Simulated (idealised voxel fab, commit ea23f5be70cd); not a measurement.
process module | voxel air gaps
The width of the displayed cross-section, cut, is 215 nm; its cells are square, with a size of 5 nm.
Cross-section format: a grid of square cells, given as bands from top to bottom; each band is one or more rows of cells.
This entry defines a band. It first specifies the height of the band's top and the height of its bottom in nm, and then specifies the band's materials from left to right, stating each material with its width in nm. The word "all across" identifies a single material that fills the band from edge to edge, while the word "empty" identifies empty space.
For the purposes of this specification, 0 denotes the height below which the wafer in its as-received condition is composed wholly of one material, and the lowermost band, lacking a lower limit, extends downward without end, as expressed in "0 down".
A two-number width, for instance "30 to 40", indicates that the width is equal to the first number in the top row of the band and to the second number in the bottom row, and that it changes by a constant amount per row of cells.
Where a step carries "no modifications", the cross-section came out of it unchanged, cell for cell.
Closed-off voids of 8+ cells (no open route to the top) go in "Enclosed void catalog", written width x height at distance from the left edge, in nm.
Formally, on a step line, whatever follows the settings is a remark that the simulator itself makes on the step.
Regarding "overlay nm": on a step with a mask, it is the distance the mask lay to the right of its planned place; a negative value places it to the left.

Set out below are the planned steps of the process:
| 1 | RECEIVE [material Si] |
| 2 | CONFORMAL_DEP [material SiO2] [thk nm 15] |
| 3 | CONFORMAL_DEP [material SiCN] [thk nm 5] |
| 4 | DIRECTIONAL_DEP [material SiO2] [thk nm 30] |
| 5 | PATTERN [tone open] [mask id LINES] [material resist] [width nm 15] [pitch nm 45] [thk nm 20] [overlay nm 0] |
| 6 | DIRECTIONAL_ETCH [etch materials SiO2] [depth nm 30] |
| 7 | STRIP [etch materials resist] |
| 8 | CONFORMAL_DEP [material TiN] [thk nm 5] |
| 9 | FILL_DEP [material W] [thk nm 5] |
| 10 | CMP [height nm 50] |
| 11 | EPI [material Ru] [thk nm 10] |
| 12 | SELECTIVE_ETCH [etch materials SiO2] [depth nm 40] |
| 13 | CONFORMAL_DEP [material SiCN] [thk nm 5] |

Wafer at receipt (post step 1), cross-section:
* 0 down | Si all across
* Enclosed void catalog: none

First wafer of two, sectioned at end of module; run went per plan:
* 65 to 60 | 15 nm empty | 180 nm SiCN | 20 nm empty
* 60 to 50 | 15 nm empty | 5 nm SiCN | 35 nm Ru | 10 nm SiCN | 35 nm Ru | 10 nm SiCN | 35 nm Ru | 10 nm SiCN | 35 nm Ru | 5 nm SiCN | 20 nm empty
* 50 to 45 | 15 nm empty | 15 nm SiCN | 5 nm TiN | 5 nm W | 5 nm TiN | 30 nm SiCN | 5 nm TiN | 5 nm W | 5 nm TiN | 30 nm SiCN | 5 nm TiN | 5 nm W | 5 nm TiN | 30 nm SiCN | 5 nm TiN | 5 nm W | 5 nm TiN | 15 nm SiCN | 20 nm empty
* 45 to 25 | 25 nm empty | 5 nm SiCN | 5 nm TiN | 5 nm W | 5 nm TiN | 5 nm SiCN | 20 nm empty | 5 nm SiCN | 5 nm TiN | 5 nm W | 5 nm TiN | 5 nm SiCN | 20 nm empty | 5 nm SiCN | 5 nm TiN | 5 nm W | 5 nm TiN | 5 nm SiCN | 20 nm empty | 5 nm SiCN | 5 nm TiN | 5 nm W | 5 nm TiN | 5 nm SiCN | 30 nm empty
* 25 to 20 | 30 nm SiCN | 15 nm TiN | 30 nm SiCN | 15 nm TiN | 30 nm SiCN | 15 nm TiN | 30 nm SiCN | 15 nm TiN | 35 nm SiCN
* 20 to 15 | SiCN all across
* 15 to 0 | SiO2 all across
* 0 down | Si all across
* Enclosed void catalog: 20 x 20 at 50; 20 x 20 at 95; 20 x 20 at 140

Second wafer of the two, sectioned at the end of the module. It began like the first and followed the same plan, but one mistake was made while running it:
* 65 to 60 | SiCN all across
* 60 to 50 | Ru all across
* 50 to 25 | 25 nm W | 5 nm TiN | 15 nm SiO2 | 5 nm TiN | 20 nm W | 5 nm TiN | 15 nm SiO2 | 5 nm TiN | 20 nm W | 5 nm TiN | 15 nm SiO2 | 5 nm TiN | 20 nm W | 5 nm TiN | 15 nm SiO2 | 5 nm TiN | 30 nm W
* 25 to 20 | 30 nm TiN | 15 nm SiO2 | 30 nm TiN | 15 nm SiO2 | 30 nm TiN | 15 nm SiO2 | 30 nm TiN | 15 nm SiO2 | 35 nm TiN
* 20 to 15 | SiCN all across
* 15 to 0 | SiO2 all across
* 0 down | Si all across
* Enclosed void catalog: none
So what did we get wrong on this run? heads up, step 5 didn't go per plan, it actually ran as PATTERN [tone cover] [mask id LINES] [material resist] [width nm 15] [pitch nm 45] [thk nm 20] [overlay nm 0]
Materials where the second wafer ends with more or fewer cells than the first: Ru: 30 more, SiCN: 96 fewer, SiO2: 72 more, TiN: 19 more, W: 95 more
At process end, closed voids number 3 in the first wafer and 0 in the second wafer.
